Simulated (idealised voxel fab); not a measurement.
process module | voxel self aligned contacts
cross-section cut | 205 nm wide | cells 5 nm
A cross-section is a grid of square cells, given in bands from the top down. A band is one or more rows of cells.
Each band's line starts with the height of the band's top and of its bottom, in nm. Then come its materials from left to right, each with its width in nm. One material with "throughout" fills the band from edge to edge. "air" is empty space.
Height 0 is the level under which the wafer as received is all one material. The lowest band goes on downwards, as in "0 down".
A width such as "30 to 40" changes by the same amount from each row of cells to the next, from the band's top row to its bottom row.
"no change" after a step means that no cell of the cross-section changed.
closed voids: empty space of 8 cells or more with no open way to the top, each as width x height at its distance from the left edge, in nm
after a step's settings: what the simulator itself notes on the step
overlay nm, on a step with a mask: how far to the right of its planned place the mask lay; to the left if negative
plan
1 op RECEIVE | material Si
2 op CONFORMAL_DEP | material SiO2 | thk nm 5
3 op DIRECTIONAL_DEP | material polySi | thk nm 20
4 op DIRECTIONAL_DEP | material SiN | thk nm 20
5 op MASKED_ETCH | tone cover | mask id GATE | width nm 25 | pitch nm 50 | etch materials SiN | depth nm 20 | overlay nm 0
6 op MASKED_ETCH | tone cover | mask id GATE | width nm 25 | pitch nm 50 | etch materials polySi | depth nm 20 | overlay nm 0
7 op CONFORMAL_DEP | material SiN | thk nm 5
8 op DIRECTIONAL_ETCH | etch materials SiN | depth nm 5
9 op FILL_DEP | material SiO2 | thk nm 15
10 op CMP | height nm 50
11 op PATTERN | tone open | mask id CONTACT | material resist | width nm 35 | pitch nm 50 | thk nm 15 | overlay nm 0
12 op DIRECTIONAL_ETCH | etch materials SiO2 | depth nm 50
13 op STRIP | etch materials resist
14 op CONFORMAL_DEP | material TiN | thk nm 5
15 op FILL_DEP | material W | thk nm 10
16 op CMP | height nm 50
17 op CONFORMAL_DEP | material SiCN | thk nm 5
as received, after step 1
  0 down: Si throughout
  closed voids: none
first wafer at the end, as planned
  55 to 50: SiCN throughout
  50 to 45: SiO2 60 | TiN 15 | W 5 | TiN 15 | SiO2 15 | TiN 15 | W 5 | TiN 15 | SiO2 60
  45 to 25: SiO2 35 | SiN 35 | TiN 5 | W 5 | TiN 5 | SiN 35 | TiN 5 | W 5 | TiN 5 | SiN 35 | SiO2 35
  25 to 5: SiO2 35 | SiN 5 | polySi 25 | SiN 5 | TiN 5 | W 5 | TiN 5 | SiN 5 | polySi 25 | SiN 5 | TiN 5 | W 5 | TiN 5 | SiN 5 | polySi 25 | SiN 5 | SiO2 35
  5 to 0: SiO2 70 | TiN 15 | SiO2 35 | TiN 15 | SiO2 70
  0 down: Si throughout
  closed voids: none
second wafer at the end: like start, like plan, one mistake
  55 to 50: SiCN throughout
  50 to 45: SiO2 60 | TiN 15 | W 5 | TiN 15 | SiO2 15 | TiN 15 | W 5 | TiN 15 | SiO2 60
  45 to 30: SiO2 35 | SiN 35 | TiN 5 | W 5 | TiN 5 | SiN 35 | TiN 5 | W 5 | TiN 5 | SiN 35 | SiO2 35
  30 to 25: SiO2 35 | SiN 35 | TiN 15 | SiN 35 | TiN 15 | SiN 35 | SiO2 35
  25 to 5: SiO2 30 | SiN 5 | polySi 35 | SiN 5 | TiN 5 | SiN 5 | polySi 35 | SiN 5 | TiN 5 | SiN 5 | polySi 35 | SiN 5 | SiO2 30
  5 to 0: SiO2 75 | TiN 5 | SiO2 45 | TiN 5 | SiO2 75
  0 down: Si throughout
  closed voids: none
what went wrong: step 6 ran as: op MASKED_ETCH | tone cover | mask id GATE | width nm 35 | pitch nm 50 | etch materials polySi | depth nm 20 | overlay nm 0
at the end the second wafer has, in cells: 4 fewer of SiO2 | 10 fewer of TiN | 10 fewer of W | 24 more of polySi
